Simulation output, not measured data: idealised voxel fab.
The name of this process module is voxel fin reveal.
Cross-section cut: width 175 nm, square cells of 5 nm.
Cross-section layout: square cells on a grid; listed as bands, top to bottom; a band spans one or more cell rows.
Heights first: top, then bottom, in nm. Then materials, left to right, each with a width in nm. "throughout" on a single material: fills the band edge to edge. "empty": empty space.
Height is counted from the level 0, under which the received wafer is composed throughout of one material. The lowest of the bands is not closed at the bottom but continues downward, in the notation "0 -> down".
A width such as "30..40" changes by the same amount from each row of cells to the next, from the band's top row to its bottom row.
Basically "left unchanged" means that step didn't change any cell in the cross-section.
Look at "Enclosed internal voids" for the closed voids: empty spaces with no open path to the top, sized 8 cells or up. Each is width x height at distance, distance from the left edge, all nm.
Post-settings text on a step line: simulator's own remark regarding the step.
If you see "overlay nm" on a step's line and that step has a mask, it's telling you how far right of where it was planned the mask ended up; a negative number means it went left instead.
-- These are the steps we planned for the process
1. RECEIVE: material Si
2. CONFORMAL_DEP: material SiN, thk nm 10
3. DIRECTIONAL_DEP: material aC, thk nm 10
4. PATTERN: tone cover, mask id FINS, material resist, width nm 15, pitch nm 45, thk nm 25, overlay nm 0
5. DIRECTIONAL_ETCH: etch materials aC, depth nm 10
6. STRIP: etch materials resist
7. DIRECTIONAL_ETCH: etch materials SiN, depth nm 10
8. DIRECTIONAL_ETCH: etch materials Si, depth nm 35
9. STRIP: etch materials aC
10. FILL_DEP: material SiO2, thk nm 15
11. CMP: height nm 10
12. SELECTIVE_ETCH: etch materials SiO2, depth nm 35
13. STRIP: etch materials SiN
Variable across wafers: step 4 width nm (plan value is that of the first wafer; starting state common to all).
-- Here's the first of the wafers in cross-section, just as we got it, i.e. after step 1
> 0 -> down  Si throughout
> Enclosed internal voids: none
-- Quick key for the table: a row per wafer, taken at the end of the module. For each material it tells you how many cells the wafer gained (+) or lost (-) since it came in, and the closed voids come after
width nm 15 | -182 Si | +52 SiO2 | Enclosed internal voids: none
width nm 20 | -161 Si | +46 SiO2 | Enclosed internal voids: none
width nm 25 | -140 Si | +40 SiO2 | Enclosed internal voids: none
width nm 30 | -119 Si | +34 SiO2 | Enclosed internal voids: none
